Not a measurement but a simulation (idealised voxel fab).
process module | voxel trench capacitor
cross-section cut | 260 nm wide | cells 5 nm
A cross-section is a grid of square cells, given in bands from the top down. A band is one or more rows of cells.
Each band's line starts with the height of the band's top and of its bottom, in nm. Then come its materials from left to right, each with its width in nm. One material with "throughout" fills the band from edge to edge. "air" is empty space.
Height 0 is the level under which the wafer as received is all one material. The lowest band goes on downwards, as in "0 down".
A width such as "30 to 40" changes by the same amount from each row of cells to the next, from the band's top row to its bottom row.
"no change" after a step means that no cell of the cross-section changed.
closed voids: empty space of 8 cells or more with no open way to the top, each as width x height at its distance from the left edge, in nm
after a step's settings: what the simulator itself notes on the step
overlay nm, on a step with a mask: how far to the right of its planned place the mask lay; to the left if negative
plan
1 op RECEIVE | material Si
2 op CONFORMAL_DEP | material SiN | thk nm 5
3 op MASKED_ETCH | tone open | mask id TRENCH | width nm 15 | pitch nm 40 | etch materials SiN | depth nm 5 | overlay nm 0
4 op MASKED_ETCH | tone open | mask id TRENCH | width nm 15 | pitch nm 40 | etch materials Si | depth nm 40 | overlay nm 0
5 op CONFORMAL_DEP | material Al2O3 | thk nm 5
6 op FILL_DEP | material polySi | thk nm 5
7 op CMP | height nm -5
varied across the wafers: height nm of step 7. The plan shows the first wafer's value. All wafers start alike
first wafer as received, after step 1
  0 down: Si throughout
  closed voids: none
first wafer at the end, after step 7
  -5 to -35: Si 100 | Al2O3 5 | polySi 5 | Al2O3 5 | Si 25 | Al2O3 5 | polySi 5 | Al2O3 5 | Si 105
  -35 to -40: Si 100 | Al2O3 15 | Si 25 | Al2O3 15 | Si 105
  -40 down: Si throughout
  closed voids: none
last wafer at the end
  15 to 10: polySi throughout
  10 to 5: Al2O3 105 | polySi 5 | Al2O3 35 | polySi 5 | Al2O3 110
  5 to 0: SiN 100 | Al2O3 5 | polySi 5 | Al2O3 5 | SiN 25 | Al2O3 5 | polySi 5 | Al2O3 5 | SiN 105
  0 to -35: Si 100 | Al2O3 5 | polySi 5 | Al2O3 5 | Si 25 | Al2O3 5 | polySi 5 | Al2O3 5 | Si 105
  -35 to -40: Si 100 | Al2O3 15 | Si 25 | Al2O3 15 | Si 105
  -40 down: Si throughout
  closed voids: none
each wafer at the end: cells of each material gained (+) or lost (-) since it was received, then its closed voids
height nm -5 | +30 Al2O3 | -94 Si | +12 polySi | closed voids: none
height nm 0 | +34 Al2O3 | -48 Si | +14 polySi | closed voids: none
height nm 5 | +38 Al2O3 | -48 Si | +46 SiN | +16 polySi | closed voids: none
height nm 10 | +88 Al2O3 | -48 Si | +46 SiN | +18 polySi | closed voids: none
height nm 15 | +88 Al2O3 | -48 Si | +46 SiN | +70 polySi | closed voids: none
